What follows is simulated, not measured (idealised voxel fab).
Presented below is a process module, voxel double patterning.
The width of the displayed cross-section, cut, is 235 nm; its cells are square, with a size of 5 nm.
If you're reading a cross-section in this doc, picture square cells in a grid; it comes to you as bands, top ones listed first down to the bottom, and a band can be one or more rows of cells.
Per band: top height and bottom height in nm, followed by the left-to-right materials and their widths in nm; "edge to edge" marks a single material spanning edge to edge, "blank" marks empty space.
All heights in this document are referenced to 0, defined as the level beneath which the wafer, as received, consists entirely of one material. The lowest band is not bounded below; it extends indefinitely downward and is written in the form "0 nm and below".
Quick explanation for "30..40": the width changes in equal steps down the rows of cells, from the first number in the band's top row to the second number in its bottom row.
For the purposes of this document, the phrase "no alterations made" attached to a step denotes that no cell within the cross-section was modified by that step.
Empty spaces counting at least 8 cells and having no open way to the top are listed in "Listed closed voids". The notation width x height at distance is used for each, the distance being from the left edge and all three values in nm.
after a step's settings: what the simulator itself notes on the step
overlay nm: on a step with a mask, how far right of its planned place the mask lay; negative means left.
Set out below are the planned steps of the process:
step 1: RECEIVE (material Si)
step 2: CONFORMAL_DEP (material SiN; thk nm 5)
step 3: DIRECTIONAL_DEP (material SiO2; thk nm 15)
step 4: DIRECTIONAL_DEP (material SiCN; thk nm 10)
step 5: PATTERN (tone open; mask id FIRST; material resist; width nm 15; pitch nm 50; thk nm 15; overlay nm 0)
step 6: DIRECTIONAL_ETCH (etch materials SiCN; depth nm 10)
step 7: STRIP (etch materials resist)
step 8: MASKED_ETCH (tone open; mask id SECOND; width nm 15; etch materials SiCN; depth nm 10; overlay nm 0)
step 9: DIRECTIONAL_ETCH (etch materials SiO2; depth nm 15)
step 10: STRIP (etch materials SiCN)
First wafer out of two, processed as planned:
Received-state cross-section, reflecting completion of step 1:
    0 nm and below: Si edge to edge
    Listed closed voids: none
Sectional view: wafer, after step 2:
    5 nm to 0 nm: SiN edge to edge
    Below 0, no change.
Sectional view: wafer, after step 3:
    20 nm to 5 nm: SiO2 edge to edge
    Below 5, no change.
Sectional view: wafer, after step 4:
    30 nm to 20 nm: SiCN edge to edge
    Below 20, no change.
Sectional view: wafer, after step 5:
    45 nm to 30 nm: 85 of resist, 15 of blank, 35 of resist, 15 of blank, 85 of resist
    Below 30, no change.
Sectional view: wafer, after step 6:
    45 nm to 30 nm: 85 of resist, 15 of blank, 35 of resist, 15 of blank, 85 of resist
    30 nm to 20 nm: 85 of SiCN, 15 of blank, 35 of SiCN, 15 of blank, 85 of SiCN
    Below 20, no change.
Sectional view: wafer, after step 7:
    30 nm to 20 nm: 85 of SiCN, 15 of blank, 35 of SiCN, 15 of blank, 85 of SiCN
    Below 20, no change.
Sectional view: wafer, after step 8:
    30 nm to 20 nm: 85 of SiCN, 15 of blank, 10 of SiCN, 15 of blank, 10 of SiCN, 15 of blank, 85 of SiCN
    Below 20, no change.
Sectional view: wafer, after step 9:
    30 nm to 20 nm: 85 of SiCN, 15 of blank, 10 of SiCN, 15 of blank, 10 of SiCN, 15 of blank, 85 of SiCN
    20 nm to 5 nm: 85 of SiO2, 15 of blank, 10 of SiO2, 15 of blank, 10 of SiO2, 15 of blank, 85 of SiO2
    Below 5, no change.
Sectional view: wafer, after step 10:
    20 nm to 5 nm: 85 of SiO2, 15 of blank, 10 of SiO2, 15 of blank, 10 of SiO2, 15 of blank, 85 of SiO2
    Below 5, no change.
Here the second wafer is described. Its start and its plan were those of the first wafer. Its run contained one mistake. Up to and including step 7, it did exactly what the first wafer did:
Here is the second wafer in cross-section at the point where step 8 of the plan should have been done:
    30 nm to 20 nm: 110 of blank, 15 of SiCN, 110 of blank
    Below 20, no change.
Here is the second wafer in cross-section at the point where step 9 of the plan should have been done:
    30 nm to 20 nm: 110 of blank, 15 of SiCN, 110 of blank
    20 nm to 5 nm: 110 of blank, 15 of SiO2, 110 of blank
    Below 5, no change.
Here is the second wafer in cross-section at the point where step 10 of the plan should have been done:
    20 nm to 5 nm: 110 of blank, 15 of SiO2, 110 of blank
    Below 5, no change.
Plan not followed: step 8 was processed under conditions differing from the plan, specifically as MASKED_ETCH (tone cover; mask id SECOND; width nm 15; etch materials SiCN; depth nm 10; overlay nm 0)
Cell-count delta at end, second wafer over first, by material: SiO2 -105
